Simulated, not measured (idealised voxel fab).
Name of the process module below: voxel gate over fins
This is section cut - it's 170 nm across, gridded in 5 nm square cells.
Cross-section = grid of square cells, listed top down in bands; band = one or more rows.
Top, bottom (nm), then materials left to right with widths (nm); lone material tagged "throughout" fills the whole band edge to edge; "blank" = empty space.
Measure heights from 0. That's the level where, below it, the as-received wafer is all one material. The lowest band is bottomless and extends downward; write it as in "z 0 and below".
Width: "30..40" (first number = top row, second number = bottom row, same change from row to row of cells).
What does "no modification" mean for a step? It means no cell of the cross-section changed in that step.
Voids not open to the top, 8 cells minimum: see "Trapped void list". Written width x height at distance; distance is from the left edge; nm.
The remark found on a step's line after its settings is issued by the simulator itself and pertains to that step.
"overlay nm" denotes, for a step that has a mask, the displacement of the mask to the right of its planned place, with negative values corresponding to the left.
How should the pairs below be read? Each gives the cross-section before one process step and the cross-section after it, the latter drawn only to the lowest band that changed; the step that lies between them, with its settings, appears under the pair. Does a pair pick up where the pair above left off? Only where its entry headed "Cross-section, before" says so, since pairs can come from different runs of this module on the same starting wafer.

[Cross-section, before]
	z 10 to 5 = blank=20 / TiN=25 / blank=10 / TiN=25 / blank=10 / TiN=25 / blank=10 / TiN=25 / blank=20
	z 5 to 0 = blank=20 / TiN=5 / HfO2=15 / TiN=5 / blank=10 / TiN=5 / HfO2=15 / TiN=5 / blank=10 / TiN=5 / HfO2=15 / TiN=5 / blank=10 / TiN=5 / HfO2=15 / TiN=5 / blank=20
	z 0 to -5 = blank=20 / TiN=5 / HfO2=5 / Si=5 / HfO2=5 / TiN=5 / blank=10 / TiN=5 / HfO2=5 / Si=5 / HfO2=5 / TiN=5 / blank=10 / TiN=5 / HfO2=5 / Si=5 / HfO2=5 / TiN=5 / blank=10 / TiN=5 / HfO2=5 / Si=5 / HfO2=5 / TiN=5 / blank=20
	z -5 to -10 = TiN=25 / HfO2=5 / Si=5 / HfO2=5 / TiN=20 / HfO2=5 / Si=5 / HfO2=5 / TiN=20 / HfO2=5 / Si=5 / HfO2=5 / TiN=20 / HfO2=5 / Si=5 / HfO2=5 / TiN=25
	z -10 to -15 = HfO2=30 / Si=5 / HfO2=30 / Si=5 / HfO2=30 / Si=5 / HfO2=30 / Si=5 / HfO2=30
	z -15 to -45 = SiO2=30 / Si=5 / SiO2=30 / Si=5 / SiO2=30 / Si=5 / SiO2=30 / Si=5 / SiO2=30
	z -45 and below = Si throughout
	Trapped void list: none

[after]
	z 25 to 10 = blank=5 / TiAl=160 / blank=5
	z 10 to 5 = TiAl=20 / TiN=25 / TiAl=10 / TiN=25 / TiAl=10 / TiN=25 / TiAl=10 / TiN=25 / TiAl=20
	z 5 to 0 = TiAl=20 / TiN=5 / HfO2=15 / TiN=5 / TiAl=10 / TiN=5 / HfO2=15 / TiN=5 / TiAl=10 / TiN=5 / HfO2=15 / TiN=5 / TiAl=10 / TiN=5 / HfO2=15 / TiN=5 / TiAl=20
	z 0 to -5 = TiAl=20 / TiN=5 / HfO2=5 / Si=5 / HfO2=5 / TiN=5 / TiAl=10 / TiN=5 / HfO2=5 / Si=5 / HfO2=5 / TiN=5 / TiAl=10 / TiN=5 / HfO2=5 / Si=5 / HfO2=5 / TiN=5 / TiAl=10 / TiN=5 / HfO2=5 / Si=5 / HfO2=5 / TiN=5 / TiAl=20
	Beneath the level -5, the cross-section is identical to its previous state.
	Trapped void list: none
Q: step between the cross-sections above? A: CONFORMAL_DEP,material TiAl,thk nm 15

Cross-section, before: Reference is made to the cross-section shown after the step in the pair directly above, which represents the state prior to this step.

[after]
	z 30 to 25 = TiN throughout
	z 25 to 10 = TiN=5 / TiAl=160 / TiN=5
	Beneath the level 10, the cross-section is identical to its previous state.
	Trapped void list: none
Q: step between the cross-sections above? A: CONFORMAL_DEP,material TiN,thk nm 5

Cross-section, before: Reference is made to the cross-section shown after the step in the pair directly above, which represents the state prior to this step.

[after]
	z 45 to 30 = W throughout
	Beneath the level 30, the cross-section is identical to its previous state.
	Trapped void list: none
Q: step between the cross-sections above? A: FILL_DEP,material W,thk nm 15

Cross-section, before: Reference is made to the cross-section shown after the step in the pair directly above, which represents the state prior to this step.

[after]
	z 30 to 25 = TiN throughout
	Beneath the level 25, the cross-section is identical to its previous state.
	Trapped void list: none
Q: step between the cross-sections above? A: CMP,height nm 30

Cross-section, before: Reference is made to the cross-section shown after the step in the pair directly above, which represents the state prior to this step.

[after]
	z 35 to 30 = SiCN throughout
	Beneath the level 30, the cross-section is identical to its previous state.
	Trapped void list: none
Q: step between the cross-sections above? A: CONFORMAL_DEP,material SiCN,thk nm 5

[Cross-section, before]
	z 25 to 10 = aC throughout
	z 10 to 0 = SiN throughout
	z 0 and below = Si throughout
	Trapped void list: none

[after]
	z 55 to 25 = blank=25 / resist=20 / blank=15 / resist=20 / blank=15 / resist=20 / blank=15 / resist=20 / blank=20
	Beneath the level 25, the cross-section is identical to its previous state.
	Trapped void list: none
Q: step between the cross-sections above? A: PATTERN,tone cover,mask id FINS,material resist,width nm 20,pitch nm 35,thk nm 30,overlay nm 0

Cross-section, before: Reference is made to the cross-section shown after the step in the pair directly above, which represents the state prior to this step.

[after]
	z 40 to 25 = blank=25 / resist=20 / blank=15 / resist=20 / blank=15 / resist=20 / blank=15 / resist=20 / blank=20
	z 25 to 10 = blank=25 / aC=20 / blank=15 / aC=20 / blank=15 / aC=20 / blank=15 / aC=20 / blank=20
	Beneath the level 10, the cross-section is identical to its previous state.
	Trapped void list: none
Q: step between the cross-sections above? A: DIRECTIONAL_ETCH,etch materials aC,depth nm 15

Cross-section, before: Reference is made to the cross-section shown after the step in the pair directly above, which represents the state prior to this step.

[after]
	z 25 to 10 = blank=25 / aC=20 / blank=15 / aC=20 / blank=15 / aC=20 / blank=15 / aC=20 / blank=20
	Beneath the level 10, the cross-section is identical to its previous state.
	Trapped void list: none
Q: step between the cross-sections above? A: STRIP,etch materials resist

Cross-section, before: Reference is made to the cross-section shown after the step in the pair directly above, which represents the state prior to this step.

[after]
	z 25 to 10 = blank=25 / aC=20 / blank=15 / aC=20 / blank=15 / aC=20 / blank=15 / aC=20 / blank=20
	z 10 to 0 = blank=25 / SiN=20 / blank=15 / SiN=20 / blank=15 / SiN=20 / blank=15 / SiN=20 / blank=20
	Beneath the level 0, the cross-section is identical to its previous state.
	Trapped void list: none
Q: step between the cross-sections above? A: DIRECTIONAL_ETCH,etch materials SiN,depth nm 10

Cross-section, before: Reference is made to the cross-section shown after the step in the pair directly above, which represents the state prior to this step.

[after]
	z 25 to 10 = blank=25 / aC=20 / blank=15 / aC=20 / blank=15 / aC=20 / blank=15 / aC=20 / blank=20
	z 10 to 0 = blank=25 / SiN=20 / blank=15 / SiN=20 / blank=15 / SiN=20 / blank=15 / SiN=20 / blank=20
	z 0 to -40 = blank=25 / Si=20 / blank=15 / Si=20 / blank=15 / Si=20 / blank=15 / Si=20 / blank=20
	Beneath the level -40, the cross-section is identical to its previous state.
	Trapped void list: none
Q: step between the cross-sections above? A: DIRECTIONAL_ETCH,etch materials Si,depth nm 40

Cross-section, before: Reference is made to the cross-section shown after the step in the pair directly above, which represents the state prior to this step.

[after]
	z 10 to 0 = blank=25 / SiN=20 / blank=15 / SiN=20 / blank=15 / SiN=20 / blank=15 / SiN=20 / blank=20
	Beneath the level 0, the cross-section is identical to its previous state.
	Trapped void list: none
Q: step between the cross-sections above? A: STRIP,etch materials aC

Cross-section, before: Reference is made to the cross-section shown after the step in the pair directly above, which represents the state prior to this step.

[after]
	z 10 to 0 = blank=25 / SiN=20 / blank=15 / SiN=20 / blank=15 / SiN=20 / blank=15 / SiN=20 / blank=20
	z 0 to -40 = blank=25 / SiO2=5 / Si=10 / SiO2=5 / blank=15 / SiO2=5 / Si=10 / SiO2=5 / blank=15 / SiO2=5 / Si=10 / SiO2=5 / blank=15 / SiO2=5 / Si=10 / SiO2=5 / blank=20
	z -40 to -45 = SiO2=30 / Si=10 / SiO2=25 / Si=10 / SiO2=25 / Si=10 / SiO2=25 / Si=10 / SiO2=25
	Beneath the level -45, the cross-section is identical to its previous state.
	Trapped void list: none
Q: step between the cross-sections above? A: OXIDIZE,depth nm 5

Cross-section, before: Reference is made to the cross-section shown after the step in the pair directly above, which represents the state prior to this step.

[after]
	z 25 to 10 = SiO2 throughout
	z 10 to 0 = SiO2=25 / SiN=20 / SiO2=15 / SiN=20 / SiO2=15 / SiN=20 / SiO2=15 / SiN=20 / SiO2=20
	z 0 to -45 = SiO2=30 / Si=10 / SiO2=25 / Si=10 / SiO2=25 / Si=10 / SiO2=25 / Si=10 / SiO2=25
	Beneath the level -45, the cross-section is identical to its previous state.
	Trapped void list: none
Q: step between the cross-sections above? A: FILL_DEP,material SiO2,thk nm 15

Cross-section, before: Reference is made to the cross-section shown after the step in the pair directly above, which represents the state prior to this step.

[after]
	z 10 to 0 = SiO2=25 / SiN=20 / SiO2=15 / SiN=20 / SiO2=15 / SiN=20 / SiO2=15 / SiN=20 / SiO2=20
	Beneath the level 0, the cross-section is identical to its previous state.
	Trapped void list: none
Q: step between the cross-sections above? A: CMP,height nm 10

Cross-section, before: Reference is made to the cross-section shown after the step in the pair directly above, which represents the state prior to this step.

[after]
	z 10 to 0 = blank=25 / SiN=20 / blank=15 / SiN=20 / blank=15 / SiN=20 / blank=15 / SiN=20 / blank=20
	z 0 to -15 = blank=30 / Si=10 / blank=25 / Si=10 / blank=25 / Si=10 / blank=25 / Si=10 / blank=25
	Beneath the level -15, the cross-section is identical to its previous state.
	Trapped void list: none
Q: step between the cross-sections above? A: SELECTIVE_ETCH,etch materials SiO2,depth nm 25

Cross-section, before: Reference is made to the cross-section shown after the step in the pair directly above, which represents the state prior to this step.

[after]
	z 0 to -15 = blank=30 / Si=10 / blank=25 / Si=10 / blank=25 / Si=10 / blank=25 / Si=10 / blank=25
	Beneath the level -15, the cross-section is identical to its previous state.
	Trapped void list: none
Q: step between the cross-sections above? A: STRIP,etch materials SiN

Cross-section, before: Reference is made to the cross-section shown after the step in the pair directly above, which represents the state prior to this step.

[after]
	z 5 to 0 = blank=25 / HfO2=20 / blank=15 / HfO2=20 / blank=15 / HfO2=20 / blank=15 / HfO2=20 / blank=20
	z 0 to -10 = blank=25 / HfO2=5 / Si=10 / HfO2=5 / blank=15 / HfO2=5 / Si=10 / HfO2=5 / blank=15 / HfO2=5 / Si=10 / HfO2=5 / blank=15 / HfO2=5 / Si=10 / HfO2=5 / blank=20
	z -10 to -15 = HfO2=30 / Si=10 / HfO2=25 / Si=10 / HfO2=25 / Si=10 / HfO2=25 / Si=10 / HfO2=25
	Beneath the level -15, the cross-section is identical to its previous state.
	Trapped void list: none
Q: step between the cross-sections above? A: CONFORMAL_DEP,material HfO2,thk nm 5

Cross-section, before: Reference is made to the cross-section shown after the step in the pair directly above, which represents the state prior to this step.

[after]
	z 10 to 5 = blank=20 / TiN=30 / blank=5 / TiN=30 / blank=5 / TiN=30 / blank=5 / TiN=30 / blank=15
	z 5 to 0 = blank=20 / TiN=5 / HfO2=20 / TiN=5 / blank=5 / TiN=5 / HfO2=20 / TiN=5 / blank=5 / TiN=5 / HfO2=20 / TiN=5 / blank=5 / TiN=5 / HfO2=20 / TiN=5 / blank=15
	z 0 to -5 = blank=20 / TiN=5 / HfO2=5 / Si=10 / HfO2=5 / TiN=5 / blank=5 / TiN=5 / HfO2=5 / Si=10 / HfO2=5 / TiN=5 / blank=5 / TiN=5 / HfO2=5 / Si=10 / HfO2=5 / TiN=5 / blank=5 / TiN=5 / HfO2=5 / Si=10 / HfO2=5 / TiN=5 / blank=15
	z -5 to -10 = TiN=25 / HfO2=5 / Si=10 / HfO2=5 / TiN=15 / HfO2=5 / Si=10 / HfO2=5 / TiN=15 / HfO2=5 / Si=10 / HfO2=5 / TiN=15 / HfO2=5 / Si=10 / HfO2=5 / TiN=20
	Beneath the level -10, the cross-section is identical to its previous state.
	Trapped void list: none
Q: step between the cross-sections above? A: CONFORMAL_DEP,material TiN,thk nm 5

Cross-section, before: Reference is made to the cross-section shown after the step in the pair directly above, which represents the state prior to this step.

[after]
	z 15 to 10 = blank=15 / TiAl=145 / blank=10
	z 10 to 5 = blank=15 / TiAl=5 / TiN=30 / TiAl=5 / TiN=30 / TiAl=5 / TiN=30 / TiAl=5 / TiN=30 / TiAl=5 / blank=10
	z 5 to 0 = blank=15 / TiAl=5 / TiN=5 / HfO2=20 / TiN=5 / TiAl=5 / TiN=5 / HfO2=20 / TiN=5 / TiAl=5 / TiN=5 / HfO2=20 / TiN=5 / TiAl=5 / TiN=5 / HfO2=20 / TiN=5 / TiAl=5 / blank=10
	z 0 to -5 = TiAl=20 / TiN=5 / HfO2=5 / Si=10 / HfO2=5 / TiN=5 / TiAl=5 / TiN=5 / HfO2=5 / Si=10 / HfO2=5 / TiN=5 / TiAl=5 / TiN=5 / HfO2=5 / Si=10 / HfO2=5 / TiN=5 / TiAl=5 / TiN=5 / HfO2=5 / Si=10 / HfO2=5 / TiN=5 / TiAl=15
	Beneath the level -5, the cross-section is identical to its previous state.
	Trapped void list: none
Q: step between the cross-sections above? A: CONFORMAL_DEP,material TiAl,thk nm 5

Cross-section, before: Reference is made to the cross-section shown after the step in the pair directly above, which represents the state prior to this step.

[after]
	z 20 to 15 = blank=10 / TiN=155 / blank=5
	z 15 to 10 = blank=10 / TiN=5 / TiAl=145 / TiN=5 / blank=5
	z 10 to 5 = blank=10 / TiN=5 / TiAl=5 / TiN=30 / TiAl=5 / TiN=30 / TiAl=5 / TiN=30 / TiAl=5 / TiN=30 / TiAl=5 / TiN=5 / blank=5
	z 5 to 0 = TiN=15 / TiAl=5 / TiN=5 / HfO2=20 / TiN=5 / TiAl=5 / TiN=5 / HfO2=20 / TiN=5 / TiAl=5 / TiN=5 / HfO2=20 / TiN=5 / TiAl=5 / TiN=5 / HfO2=20 / TiN=5 / TiAl=5 / TiN=10
	Beneath the level 0, the cross-section is identical to its previous state.
	Trapped void list: none
Q: step between the cross-sections above? A: CONFORMAL_DEP,material TiN,thk nm 5

Cross-section, before: Reference is made to the cross-section shown after the step in the pair directly above, which represents the state prior to this step.

[after]
	z 35 to 20 = W throughout
	z 20 to 15 = W=10 / TiN=155 / W=5
	z 15 to 10 = W=10 / TiN=5 / TiAl=145 / TiN=5 / W=5
	z 10 to 5 = W=10 / TiN=5 / TiAl=5 / TiN=30 / TiAl=5 / TiN=30 / TiAl=5 / TiN=30 / TiAl=5 / TiN=30 / TiAl=5 / TiN=5 / W=5
	Beneath the level 5, the cross-section is identical to its previous state.
	Trapped void list: none
Q: step between the cross-sections above? A: FILL_DEP,material W,thk nm 15

Cross-section, before: Reference is made to the cross-section shown after the step in the pair directly above, which represents the state prior to this step.

[after]
	z 30 to 20 = W throughout
	Beneath the level 20, the cross-section is identical to its previous state.
	Trapped void list: none
Q: step between the cross-sections above? A: CMP,height nm 30

Cross-section, before: Reference is made to the cross-section shown after the step in the pair directly above, which represents the state prior to this step.

[after]
	z 35 to 30 = SiCN throughout
	Beneath the level 30, the cross-section is identical to its previous state.
	Trapped void list: none
Q: step between the cross-sections above? A: CONFORMAL_DEP,material SiCN,thk nm 5

[Cross-section, before]
	z 25 to 10 = aC throughout
	z 10 to 0 = SiN throughout
	z 0 and below = Si throughout
	Trapped void list: none

[after]
	z 55 to 25 = blank=15 / resist=15 / blank=20 / resist=15 / blank=20 / resist=15 / blank=20 / resist=15 / blank=35
	Beneath the level 25, the cross-section is identical to its previous state.
	Trapped void list: none
Q: step between the cross-sections above? A: PATTERN,tone cover,mask id FINS,material resist,width nm 15,pitch nm 35,thk nm 30,overlay nm -10

Cross-section, before: Reference is made to the cross-section shown after the step in the pair directly above, which represents the state prior to this step.

[after]
	z 40 to 25 = blank=15 / resist=15 / blank=20 / resist=15 / blank=20 / resist=15 / blank=20 / resist=15 / blank=35
	z 25 to 10 = blank=15 / aC=15 / blank=20 / aC=15 / blank=20 / aC=15 / blank=20 / aC=15 / blank=35
	Beneath the level 10, the cross-section is identical to its previous state.
	Trapped void list: none
Q: step between the cross-sections above? A: DIRECTIONAL_ETCH,etch materials aC,depth nm 15

Cross-section, before: Reference is made to the cross-section shown after the step in the pair directly above, which represents the state prior to this step.

[after]
	z 25 to 10 = blank=15 / aC=15 / blank=20 / aC=15 / blank=20 / aC=15 / blank=20 / aC=15 / blank=35
	Beneath the level 10, the cross-section is identical to its previous state.
	Trapped void list: none
Q: step between the cross-sections above? A: STRIP,etch materials resist

Cross-section, before: Reference is made to the cross-section shown after the step in the pair directly above, which represents the state prior to this step.

[after]
	z 25 to 10 = blank=15 / aC=15 / blank=20 / aC=15 / blank=20 / aC=15 / blank=20 / aC=15 / blank=35
	z 10 to 0 = blank=15 / SiN=15 / blank=20 / SiN=15 / blank=20 / SiN=15 / blank=20 / SiN=15 / blank=35
	Beneath the level 0, the cross-section is identical to its previous state.
	Trapped void list: none
Q: step between the cross-sections above? A: DIRECTIONAL_ETCH,etch materials SiN,depth nm 10

Cross-section, before: Reference is made to the cross-section shown after the step in the pair directly above, which represents the state prior to this step.

[after]
	z 25 to 10 = blank=15 / aC=15 / blank=20 / aC=15 / blank=20 / aC=15 / blank=20 / aC=15 / blank=35
	z 10 to 0 = blank=15 / SiN=15 / blank=20 / SiN=15 / blank=20 / SiN=15 / blank=20 / SiN=15 / blank=35
	z 0 to -40 = blank=15 / Si=15 / blank=20 / Si=15 / blank=20 / Si=15 / blank=20 / Si=15 / blank=35
	Beneath the level -40, the cross-section is identical to its previous state.
	Trapped void list: none
Q: step between the cross-sections above? A: DIRECTIONAL_ETCH,etch materials Si,depth nm 40

Cross-section, before: Reference is made to the cross-section shown after the step in the pair directly above, which represents the state prior to this step.

[after]
	z 10 to 0 = blank=15 / SiN=15 / blank=20 / SiN=15 / blank=20 / SiN=15 / blank=20 / SiN=15 / blank=35
	Beneath the level 0, the cross-section is identical to its previous state.
	Trapped void list: none
Q: step between the cross-sections above? A: STRIP,etch materials aC

Cross-section, before: Reference is made to the cross-section shown after the step in the pair directly above, which represents the state prior to this step.

[after]
	z 10 to 0 = blank=15 / SiN=15 / blank=20 / SiN=15 / blank=20 / SiN=15 / blank=20 / SiN=15 / blank=35
	z 0 to -40 = blank=15 / SiO2=5 / Si=5 / SiO2=5 / blank=20 / SiO2=5 / Si=5 / SiO2=5 / blank=20 / SiO2=5 / Si=5 / SiO2=5 / blank=20 / SiO2=5 / Si=5 / SiO2=5 / blank=35
	z -40 to -45 = SiO2=20 / Si=5 / SiO2=30 / Si=5 / SiO2=30 / Si=5 / SiO2=30 / Si=5 / SiO2=40
	Beneath the level -45, the cross-section is identical to its previous state.
	Trapped void list: none
Q: step between the cross-sections above? A: OXIDIZE,depth nm 5

Cross-section, before: Reference is made to the cross-section shown after the step in the pair directly above, which represents the state prior to this step.

[after]
	z 25 to 10 = SiO2 throughout
	z 10 to 0 = SiO2=15 / SiN=15 / SiO2=20 / SiN=15 / SiO2=20 / SiN=15 / SiO2=20 / SiN=15 / SiO2=35
	z 0 to -45 = SiO2=20 / Si=5 / SiO2=30 / Si=5 / SiO2=30 / Si=5 / SiO2=30 / Si=5 / SiO2=40
	Beneath the level -45, the cross-section is identical to its previous state.
	Trapped void list: none
Q: step between the cross-sections above? A: FILL_DEP,material SiO2,thk nm 15

Cross-section, before: Reference is made to the cross-section shown after the step in the pair directly above, which represents the state prior to this step.

[after]
	z 10 to 0 = SiO2=15 / SiN=15 / SiO2=20 / SiN=15 / SiO2=20 / SiN=15 / SiO2=20 / SiN=15 / SiO2=35
	Beneath the level 0, the cross-section is identical to its previous state.
	Trapped void list: none
Q: step between the cross-sections above? A: CMP,height nm 10

Cross-section, before: Reference is made to the cross-section shown after the step in the pair directly above, which represents the state prior to this step.

[after]
	z 10 to 0 = blank=15 / SiN=15 / blank=20 / SiN=15 / blank=20 / SiN=15 / blank=20 / SiN=15 / blank=35
	z 0 to -15 = blank=20 / Si=5 / blank=30 / Si=5 / blank=30 / Si=5 / blank=30 / Si=5 / blank=40
	Beneath the level -15, the cross-section is identical to its previous state.
	Trapped void list: none
Q: step between the cross-sections above? A: SELECTIVE_ETCH,etch materials SiO2,depth nm 25

Cross-section, before: Reference is made to the cross-section shown after the step in the pair directly above, which represents the state prior to this step.

[after]
	z 0 to -15 = blank=20 / Si=5 / blank=30 / Si=5 / blank=30 / Si=5 / blank=30 / Si=5 / blank=40
	Beneath the level -15, the cross-section is identical to its previous state.
	Trapped void list: none
Q: step between the cross-sections above? A: STRIP,etch materials SiN

Cross-section, before: Reference is made to the cross-section shown after the step in the pair directly above, which represents the state prior to this step.

[after]
	z 5 to 0 = blank=15 / HfO2=15 / blank=20 / HfO2=15 / blank=20 / HfO2=15 / blank=20 / HfO2=15 / blank=35
	z 0 to -10 = blank=15 / HfO2=5 / Si=5 / HfO2=5 / blank=20 / HfO2=5 / Si=5 / HfO2=5 / blank=20 / HfO2=5 / Si=5 / HfO2=5 / blank=20 / HfO2=5 / Si=5 / HfO2=5 / blank=35
	z -10 to -15 = HfO2=20 / Si=5 / HfO2=30 / Si=5 / HfO2=30 / Si=5 / HfO2=30 / Si=5 / HfO2=40
	Beneath the level -15, the cross-section is identical to its previous state.
	Trapped void list: none
Q: step between the cross-sections above? A: CONFORMAL_DEP,material HfO2,thk nm 5

Cross-section, before: Reference is made to the cross-section shown after the step in the pair directly above, which represents the state prior to this step.

[after]
	z 10 to 5 = blank=10 / TiN=25 / blank=10 / TiN=25 / blank=10 / TiN=25 / blank=10 / TiN=25 / blank=30
	z 5 to 0 = blank=10 / TiN=5 / HfO2=15 / TiN=5 / blank=10 / TiN=5 / HfO2=15 / TiN=5 / blank=10 / TiN=5 / HfO2=15 / TiN=5 / blank=10 / TiN=5 / HfO2=15 / TiN=5 / blank=30
	z 0 to -5 = blank=10 / TiN=5 / HfO2=5 / Si=5 / HfO2=5 / TiN=5 / blank=10 / TiN=5 / HfO2=5 / Si=5 / HfO2=5 / TiN=5 / blank=10 / TiN=5 / HfO2=5 / Si=5 / HfO2=5 / TiN=5 / blank=10 / TiN=5 / HfO2=5 / Si=5 / HfO2=5 / TiN=5 / blank=30
	z -5 to -10 = TiN=15 / HfO2=5 / Si=5 / HfO2=5 / TiN=20 / HfO2=5 / Si=5 / HfO2=5 / TiN=20 / HfO2=5 / Si=5 / HfO2=5 / TiN=20 / HfO2=5 / Si=5 / HfO2=5 / TiN=35
	Beneath the level -10, the cross-section is identical to its previous state.
	Trapped void list: none
Q: step between the cross-sections above? A: CONFORMAL_DEP,material TiN,thk nm 5

Cross-section, before: Reference is made to the cross-section shown after the step in the pair directly above, which represents the state prior to this step.

[after]
	z 15 to 10 = blank=5 / TiAl=140 / blank=25
	z 10 to 5 = blank=5 / TiAl=5 / TiN=25 / TiAl=10 / TiN=25 / TiAl=10 / TiN=25 / TiAl=10 / TiN=25 / TiAl=5 / blank=25
	z 5 to 0 = blank=5 / TiAl=5 / TiN=5 / HfO2=15 / TiN=5 / TiAl=10 / TiN=5 / HfO2=15 / TiN=5 / TiAl=10 / TiN=5 / HfO2=15 / TiN=5 / TiAl=10 / TiN=5 / HfO2=15 / TiN=5 / TiAl=5 / blank=25
	z 0 to -5 = TiAl=10 / TiN=5 / HfO2=5 / Si=5 / HfO2=5 / TiN=5 / TiAl=10 / TiN=5 / HfO2=5 / Si=5 / HfO2=5 / TiN=5 / TiAl=10 / TiN=5 / HfO2=5 / Si=5 / HfO2=5 / TiN=5 / TiAl=10 / TiN=5 / HfO2=5 / Si=5 / HfO2=5 / TiN=5 / TiAl=30
	Beneath the level -5, the cross-section is identical to its previous state.
	Trapped void list: none
Q: step between the cross-sections above? A: CONFORMAL_DEP,material TiAl,thk nm 5

Cross-section, before: Reference is made to the cross-section shown after the step in the pair directly above, which represents the state prior to this step.

[after]
	z 20 to 15 = TiN=150 / blank=20
	z 15 to 10 = TiN=5 / TiAl=140 / TiN=5 / blank=20
	z 10 to 5 = TiN=5 / TiAl=5 / TiN=25 / TiAl=10 / TiN=25 / TiAl=10 / TiN=25 / TiAl=10 / TiN=25 / TiAl=5 / TiN=5 / blank=20
	z 5 to 0 = TiN=5 / TiAl=5 / TiN=5 / HfO2=15 / TiN=5 / TiAl=10 / TiN=5 / HfO2=15 / TiN=5 / TiAl=10 / TiN=5 / HfO2=15 / TiN=5 / TiAl=10 / TiN=5 / HfO2=15 / TiN=5 / TiAl=5 / TiN=25
	Beneath the level 0, the cross-section is identical to its previous state.
	Trapped void list: none
Q: step between the cross-sections above? A: CONFORMAL_DEP,material TiN,thk nm 5

Cross-section, before: Reference is made to the cross-section shown after the step in the pair directly above, which represents the state prior to this step.

[after]
	z 35 to 20 = W throughout
	z 20 to 15 = TiN=150 / W=20
	z 15 to 10 = TiN=5 / TiAl=140 / TiN=5 / W=20
	z 10 to 5 = TiN=5 / TiAl=5 / TiN=25 / TiAl=10 / TiN=25 / TiAl=10 / TiN=25 / TiAl=10 / TiN=25 / TiAl=5 / TiN=5 / W=20
	Beneath the level 5, the cross-section is identical to its previous state.
	Trapped void list: none
Q: step between the cross-sections above? A: FILL_DEP,material W,thk nm 15

Cross-section, before: Reference is made to the cross-section shown after the step in the pair directly above, which represents the state prior to this step.

[after]
	z 30 to 20 = W throughout
	Beneath the level 20, the cross-section is identical to its previous state.
	Trapped void list: none
Q: step between the cross-sections above? A: CMP,height nm 30

Cross-section, before: Reference is made to the cross-section shown after the step in the pair directly above, which represents the state prior to this step.

[after]
	z 35 to 30 = SiCN throughout
	Beneath the level 30, the cross-section is identical to its previous state.
	Trapped void list: none
Q: step between the cross-sections above? A: CONFORMAL_DEP,material SiCN,thk nm 5

[Cross-section, before]
	z 20 to 15 = blank=10 / TiN=150 / blank=10
	z 15 to 10 = blank=10 / TiN=5 / TiAl=140 / TiN=5 / blank=10
	z 10 to 5 = blank=10 / TiN=5 / TiAl=5 / TiN=25 / TiAl=10 / TiN=25 / TiAl=10 / TiN=25 / TiAl=10 / TiN=25 / TiAl=5 / TiN=5 / blank=10
	z 5 to 0 = TiN=15 / TiAl=5 / TiN=5 / HfO2=15 / TiN=5 / TiAl=10 / TiN=5 / HfO2=15 / TiN=5 / TiAl=10 / TiN=5 / HfO2=15 / TiN=5 / TiAl=10 / TiN=5 / HfO2=15 / TiN=5 / TiAl=5 / TiN=15
	z 0 to -5 = TiAl=20 / TiN=5 / HfO2=5 / Si=5 / HfO2=5 / TiN=5 / TiAl=10 / TiN=5 / HfO2=5 / Si=5 / HfO2=5 / TiN=5 / TiAl=10 / TiN=5 / HfO2=5 / Si=5 / HfO2=5 / TiN=5 / TiAl=10 / TiN=5 / HfO2=5 / Si=5 / HfO2=5 / TiN=5 / TiAl=20
	z -5 to -10 = TiN=25 / HfO2=5 / Si=5 / HfO2=5 / TiN=20 / HfO2=5 / Si=5 / HfO2=5 / TiN=20 / HfO2=5 / Si=5 / HfO2=5 / TiN=20 / HfO2=5 / Si=5 / HfO2=5 / TiN=25
	z -10 to -15 = HfO2=30 / Si=5 / HfO2=30 / Si=5 / HfO2=30 / Si=5 / HfO2=30 / Si=5 / HfO2=30
	z -15 to -45 = SiO2=30 / Si=5 / SiO2=30 / Si=5 / SiO2=30 / Si=5 / SiO2=30 / Si=5 / SiO2=30
	z -45 and below = Si throughout
	Trapped void list: none

[after]
	z 35 to 20 = SiN throughout
	z 20 to 15 = SiN=10 / TiN=150 / SiN=10
	z 15 to 10 = SiN=10 / TiN=5 / TiAl=140 / TiN=5 / SiN=10
	z 10 to 5 = SiN=10 / TiN=5 / TiAl=5 / TiN=25 / TiAl=10 / TiN=25 / TiAl=10 / TiN=25 / TiAl=10 / TiN=25 / TiAl=5 / TiN=5 / SiN=10
	Beneath the level 5, the cross-section is identical to its previous state.
	Trapped void list: none
Q: step between the cross-sections above? A: FILL_DEP,material SiN,thk nm 15

Cross-section, before: Reference is made to the cross-section shown after the step in the pair directly above, which represents the state prior to this step.

[after]
	z 30 to 20 = SiN throughout
	Beneath the level 20, the cross-section is identical to its previous state.
	Trapped void list: none
Q: step between the cross-sections above? A: CMP,height nm 30

Cross-section, before: Reference is made to the cross-section shown after the step in the pair directly above, which represents the state prior to this step.

[after]
	z 35 to 30 = SiCN throughout
	Beneath the level 30, the cross-section is identical to its previous state.
	Trapped void list: none
Q: step between the cross-sections above? A: CONFORMAL_DEP,material SiCN,thk nm 5

[Cross-section, before]
	z 25 to 10 = aC throughout
	z 10 to 0 = SiN throughout
	z 0 and below = Si throughout
	Trapped void list: none

[after]
	z 55 to 25 = resist=25 / blank=15 / resist=20 / blank=15 / resist=20 / blank=15 / resist=20 / blank=15 / resist=25
	Beneath the level 25, the cross-section is identical to its previous state.
	Trapped void list: none
Q: step between the cross-sections above? A: PATTERN,tone open,mask id FINS,material resist,width nm 15,pitch nm 35,thk nm 30,overlay nm 0

Cross-section, before: Reference is made to the cross-section shown after the step in the pair directly above, which represents the state prior to this step.

[after]
	z 40 to 25 = resist=25 / blank=15 / resist=20 / blank=15 / resist=20 / blank=15 / resist=20 / blank=15 / resist=25
	z 25 to 10 = aC=25 / blank=15 / aC=20 / blank=15 / aC=20 / blank=15 / aC=20 / blank=15 / aC=25
	Beneath the level 10, the cross-section is identical to its previous state.
	Trapped void list: none
Q: step between the cross-sections above? A: DIRECTIONAL_ETCH,etch materials aC,depth nm 15

Cross-section, before: Reference is made to the cross-section shown after the step in the pair directly above, which represents the state prior to this step.

[after]
	z 25 to 10 = aC=25 / blank=15 / aC=20 / blank=15 / aC=20 / blank=15 / aC=20 / blank=15 / aC=25
	Beneath the level 10, the cross-section is identical to its previous state.
	Trapped void list: none
Q: step between the cross-sections above? A: STRIP,etch materials resist

Cross-section, before: Reference is made to the cross-section shown after the step in the pair directly above, which represents the state prior to this step.

[after]
	z 25 to 10 = aC=25 / blank=15 / aC=20 / blank=15 / aC=20 / blank=15 / aC=20 / blank=15 / aC=25
	z 10 to 0 = SiN=25 / blank=15 / SiN=20 / blank=15 / SiN=20 / blank=15 / SiN=20 / blank=15 / SiN=25
	Beneath the level 0, the cross-section is identical to its previous state.
	Trapped void list: none
Q: step between the cross-sections above? A: DIRECTIONAL_ETCH,etch materials SiN,depth nm 10
